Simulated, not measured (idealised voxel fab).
The document below concerns the process module designated voxel gate over fins.
Square cells of 5 nm make up the cross-section cut, whose width is 150 nm.
If you're reading a cross-section in this doc, picture square cells in a grid; it comes to you as bands, top ones listed first down to the bottom, and a band can be one or more rows of cells.
The band entry comprises the height of the band's top followed by the height of its bottom, expressed in nm, and subsequently the band's materials from left to right, each stated together with its width in nm. Where a single material is marked with the word "throughout", that material fills the band from edge to edge. The word "empty" represents empty space.
Heads up on the height convention: 0 is the point under which the incoming wafer is all one material, and the lowest band has no bottom, it just keeps going down, like "z 0 and below".
With a width like "30 to 40", each row of cells in the band differs from the next by the same amount, the top row carrying the first number and the bottom row the second.
A step reported as "all unchanged" is a step in which no cell of the cross-section changed.
The entry titled "Closed void register" provides the empty spaces that have no open way to the top, restricted to those of 8 cells or more. Each is presented as width x height at distance, the distance being measured from the left edge, with all three in nm.
That trailing text on a step's line, after the settings, is the simulator's own remark on the step.
overlay nm: step with mask; distance mask lay right of planned place; negative value = left of planned place.
**This section lists the process steps that were planned**
step 1: RECEIVE, material Si
step 2: CONFORMAL_DEP, material SiN, thk nm 10
step 3: PATTERN, tone cover, mask id FINS, material resist, width nm 15, pitch nm 35, thk nm 15, overlay nm 0
step 4: DIRECTIONAL_ETCH, etch materials SiN, depth nm 10
step 5: DIRECTIONAL_ETCH, etch materials Si, depth nm 30
step 6: STRIP, etch materials resist
step 7: OXIDIZE, depth nm 5
step 8: FILL_DEP, material SiO2, thk nm 10
step 9: CMP, height nm 10
step 10: SELECTIVE_ETCH, etch materials SiO2, depth nm 20
step 11: STRIP, etch materials SiN
step 12: CONFORMAL_DEP, material HfO2, thk nm 5
step 13: CONFORMAL_DEP, material TiN, thk nm 5
step 14: CONFORMAL_DEP, material TiAl, thk nm 5
step 15: CONFORMAL_DEP, material TiN, thk nm 5
step 16: FILL_DEP, material W, thk nm 10
step 17: CMP, height nm 25
step 18: CONFORMAL_DEP, material SiN, thk nm 5
**Shown in cross-section is the wafer as received, that is, as it stands after step 1**
- z 0 and below  Si throughout
- Closed void register: none
**Figure: cross-sectional view of the wafer upon completion of the module, processed from the initial state and according to the plan depicted above, with one error introduced during execution**
- z 30 to 25  SiN throughout
- z 25 to 15  W throughout
- z 15 to 10  W=20, then TiN=105, then W=25
- z 10 to 5  W=20, then TiN=5, then TiAl=25, then TiN=10, then TiAl=25, then TiN=10, then TiAl=25, then TiN=5, then W=25
- z 5 to 0  TiN=25, then TiAl=5, then TiN=15, then TiAl=5, then TiN=10, then TiAl=5, then TiN=15, then TiAl=5, then TiN=10, then TiAl=5, then TiN=15, then TiAl=5, then TiN=30
- z 0 to -5  TiAl=30, then TiN=5, then Si=5, then TiN=5, then TiAl=20, then TiN=5, then Si=5, then TiN=5, then TiAl=20, then TiN=5, then Si=5, then TiN=5, then TiAl=35
- z -5 to -10  TiN=35, then Si=5, then TiN=30, then Si=5, then TiN=30, then Si=5, then TiN=40
- z -10 to -35  SiO2=35, then Si=5, then SiO2=30, then Si=5, then SiO2=30, then Si=5, then SiO2=40
- z -35 and below  Si throughout
- Closed void register: none
What broke from the plan during processing? step 12 in the plan did not get run; it was skipped
